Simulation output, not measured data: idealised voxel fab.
process module | voxel transistor to metal
cross-section cut | 205 nm wide | cells 5 nm
A cross-section is a grid of square cells, given in bands from the top down. A band is one or more rows of cells.
Each band's line starts with the height of the band's top and of its bottom, in nm. Then come its materials from left to right, each with its width in nm. One material with "throughout" fills the band from edge to edge. "air" is empty space.
Height 0 is the level under which the wafer as received is all one material. The lowest band goes on downwards, as in "0 down".
A width such as "30 to 40" changes by the same amount from each row of cells to the next, from the band's top row to its bottom row.
"no change" after a step means that no cell of the cross-section changed.
closed voids: empty space of 8 cells or more with no open way to the top, each as width x height at its distance from the left edge, in nm
after a step's settings: what the simulator itself notes on the step
overlay nm, on a step with a mask: how far to the right of its planned place the mask lay; to the left if negative
plan
1 op RECEIVE | material Si
2 op CONFORMAL_DEP | material SiO2 | thk nm 5
3 op CONFORMAL_DEP | material SiN | thk nm 15
4 op DIRECTIONAL_DEP | material aC | thk nm 10
5 op PATTERN | tone cover | mask id ACTIVE | material resist | width nm 120 | thk nm 30 | overlay nm 0
6 op DIRECTIONAL_ETCH | etch materials aC | depth nm 10
7 op STRIP | etch materials resist
8 op DIRECTIONAL_ETCH | etch materials SiN | depth nm 15
9 op DIRECTIONAL_ETCH | etch materials SiO2 | depth nm 5
10 op DIRECTIONAL_ETCH | etch materials Si | depth nm 30
11 op STRIP | etch materials aC
12 op FILL_DEP | material SiO2 | thk nm 5
13 op CMP | height nm 20
14 op SELECTIVE_ETCH | etch materials SiO2 | depth nm 15
15 op STRIP | etch materials SiN
16 op SELECTIVE_ETCH | etch materials SiO2 | depth nm 5
17 op OXIDIZE | depth nm 5
18 op DIRECTIONAL_DEP | material polySi | thk nm 30
19 op DIRECTIONAL_DEP | material SiCN | thk nm 15
20 op DIRECTIONAL_DEP | material aC | thk nm 10
21 op PATTERN | tone cover | mask id GATE | material resist | width nm 20 | thk nm 30 | overlay nm 0
22 op DIRECTIONAL_ETCH | etch materials aC | depth nm 10
23 op STRIP | etch materials resist
24 op DIRECTIONAL_ETCH | etch materials SiCN | depth nm 25
25 op DIRECTIONAL_ETCH | etch materials polySi | depth nm 40
26 op STRIP | etch materials aC
27 op CONFORMAL_DEP | material SiN | thk nm 10
28 op DIRECTIONAL_ETCH | etch materials SiN | depth nm 10
29 op DIRECTIONAL_ETCH | etch materials SiO2 | depth nm 5
30 op EPI | material nSi | thk nm 5
31 op FILL_DEP | material SiO2 | thk nm 5
32 op CMP | height nm 45
33 op DIRECTIONAL_DEP | material SiO2 | thk nm 15
34 op PATTERN | tone open | mask id CONTACT | material resist | width nm 20 | pitch nm 80 | thk nm 15 | overlay nm 0
35 op DIRECTIONAL_ETCH | etch materials SiO2 | depth nm 60
36 op STRIP | etch materials resist
37 op CONFORMAL_DEP | material TiN | thk nm 5
38 op FILL_DEP | material W | thk nm 5
39 op CMP | height nm 60
40 op DIRECTIONAL_DEP | material TiN | thk nm 5
41 op DIRECTIONAL_DEP | material Ru | thk nm 15
42 op MASKED_ETCH | tone cover | mask id METAL_1 | width nm 20 | pitch nm 80 | etch materials Ru | depth nm 15 | overlay nm -15
43 op MASKED_ETCH | tone cover | mask id METAL_1 | width nm 20 | pitch nm 80 | etch materials TiN | depth nm 5 | overlay nm 0
44 op FILL_DEP | material SiO2 | thk nm 5
45 op CMP | height nm 80
46 op CONFORMAL_DEP | material SiCN | thk nm 5
47 op DIRECTIONAL_DEP | material lowk | thk nm 25
48 op PATTERN | tone open | mask id METAL_2_HOLES | material resist | width nm 15 | pitch nm 80 | thk nm 20 | overlay nm 0
49 op DIRECTIONAL_ETCH | etch materials lowk | depth nm 25
50 op STRIP | etch materials resist
51 op MASKED_ETCH | tone open | mask id METAL_2 | width nm 20 | pitch nm 80 | etch materials lowk | depth nm 15 | overlay nm 0
52 op MASKED_ETCH | tone open | mask id METAL_2 | width nm 20 | pitch nm 80 | etch materials SiCN | depth nm 5 | overlay nm 0
53 op CONFORMAL_DEP | material TiN | thk nm 5
54 op FILL_DEP | material Cu | thk nm 10
55 op CMP | height nm 110
56 op CONFORMAL_DEP | material SiN | thk nm 5
varied across the wafers: overlay nm of step 42. The plan shows the first wafer's value. All wafers start alike
first wafer as received, after step 1
  0 down: Si throughout
  closed voids: none
each wafer at the end: cells of each material gained (+) or lost (-) since it was received, then its closed voids
overlay nm -15 | +14 Cu | +24 Ru | -126 Si | +47 SiCN | +77 SiN | +558 SiO2 | +94 TiN | +44 W | +169 lowk | +18 nSi | +24 polySi | closed voids: none
overlay nm -10 | +14 Cu | +24 Ru | -126 Si | +47 SiCN | +77 SiN | +560 SiO2 | +92 TiN | +44 W | +169 lowk | +18 nSi | +24 polySi | closed voids: none
overlay nm -5 | +14 Cu | +24 Ru | -126 Si | +47 SiCN | +77 SiN | +562 SiO2 | +90 TiN | +44 W | +169 lowk | +18 nSi | +24 polySi | closed voids: none
overlay nm 0 | +14 Cu | +24 Ru | -126 Si | +47 SiCN | +77 SiN | +564 SiO2 | +88 TiN | +44 W | +169 lowk | +18 nSi | +24 polySi | closed voids: none
overlay nm 5 | +14 Cu | +24 Ru | -126 Si | +47 SiCN | +77 SiN | +562 SiO2 | +90 TiN | +44 W | +169 lowk | +18 nSi | +24 polySi | closed voids: none
overlay nm 10 | +14 Cu | +24 Ru | -126 Si | +47 SiCN | +77 SiN | +560 SiO2 | +92 TiN | +44 W | +169 lowk | +18 nSi | +24 polySi | closed voids: none
overlay nm 15 | +14 Cu | +24 Ru | -126 Si | +47 SiCN | +77 SiN | +558 SiO2 | +94 TiN | +44 W | +169 lowk | +18 nSi | +24 polySi | closed voids: none
